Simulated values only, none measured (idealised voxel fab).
Presented below is a process module, voxel ribs on slabs.
Each square cell in cross-section cut measures 5 nm, and the section as a whole is 165 nm wide.
Heads up, the way a cross-section reads in here is a grid of square cells, handed over as bands from the top down, with every band being one or more rows of cells. Look at the band entry: it leads with the top's height and the bottom's height in nm. Then it lists the materials left to right, with a width in nm for each. The word "full width" on a single material says that material fills the band edge to edge. The word "air" is empty space. For the purposes of this specification, 0 denotes the height below which the wafer in its as-received condition is composed wholly of one material, and the lowermost band, lacking a lower limit, extends downward without end, as expressed in "0 and below". Top row gets the first number, bottom row gets the second, and each row in between changes by the same step: that is how a band width like "30..40" works. The designation "remains unaltered", where it is given for a processing step, indicates that no cell of the cross-section was altered in the course of that step. This entry, "Enclosed empty spaces", enumerates those empty regions of no fewer than 8 cells that possess no open connection to the top. Each region is reported in the form width x height at distance, the distance being taken from the left edge, with all three quantities expressed in nm. If you see something after the settings on a step's line, that's the simulator's own remark about that step. overlay nm: right-of-plan distance of the mask on a masked step; negative values mean left-of-plan.

-- The following list gives the planned process steps
1,RECEIVE [material Si]
2,DIRECTIONAL_DEP [material SiO2] [thk nm 30]
3,DIRECTIONAL_DEP [material SiN] [thk nm 25]
4,MASKED_ETCH [tone cover] [mask id RIB] [width nm 25] [etch materials SiN] [depth nm 15] [overlay nm 0]
5,DIRECTIONAL_DEP [material aC] [thk nm 15]
6,PATTERN [tone cover] [mask id SLAB] [material resist] [width nm 55] [thk nm 30] [overlay nm 0]
7,DIRECTIONAL_ETCH [etch materials aC] [depth nm 15]
8,STRIP [etch materials resist]
9,DIRECTIONAL_ETCH [etch materials SiN] [depth nm 10]
10,STRIP [etch materials aC]
11,FILL_DEP [material SiO2] [thk nm 15]
12,CMP [height nm 65]
13,DIRECTIONAL_DEP [material W] [thk nm 5]
14,PATTERN [tone cover] [mask id HEATER] [material resist] [width nm 35] [thk nm 20] [overlay nm 0]
15,DIRECTIONAL_ETCH [etch materials W] [depth nm 5]
16,STRIP [etch materials resist]
17,CONFORMAL_DEP [material SiO2] [thk nm 5]

-- Incoming wafer, cross-sectional view, post step 1
> 0 and below: Si full width
> Enclosed empty spaces: none

-- Run as planned - first of the two wafers cross-sectioned at the end of the module
> 75 down to 70: 60 air; 45 SiO2; 60 air
> 70 down to 65: 65 SiO2; 35 W; 65 SiO2
> 65 down to 55: SiO2 full width
> 55 down to 40: 70 SiO2; 25 SiN; 70 SiO2
> 40 down to 30: 55 SiO2; 55 SiN; 55 SiO2
> 30 down to 0: SiO2 full width
> 0 and below: Si full width
> Enclosed empty spaces: none

-- The second wafer, shown in cross-section after the module: started the same way as the first and given the same plan, yet one mistake crept into how it was run
> 70 down to 65: 65 air; 35 W; 65 air
> 65 down to 55: SiO2 full width
> 55 down to 40: 70 SiO2; 25 SiN; 70 SiO2
> 40 down to 30: 55 SiO2; 55 SiN; 55 SiO2
> 30 down to 0: SiO2 full width
> 0 and below: Si full width
> Enclosed empty spaces: none
So what did we get wrong on this run? the plan's step 17 went unexecuted, having been skipped
Counted in cells at the end, the second wafer holds more or fewer of these materials than the first: -35 SiO2
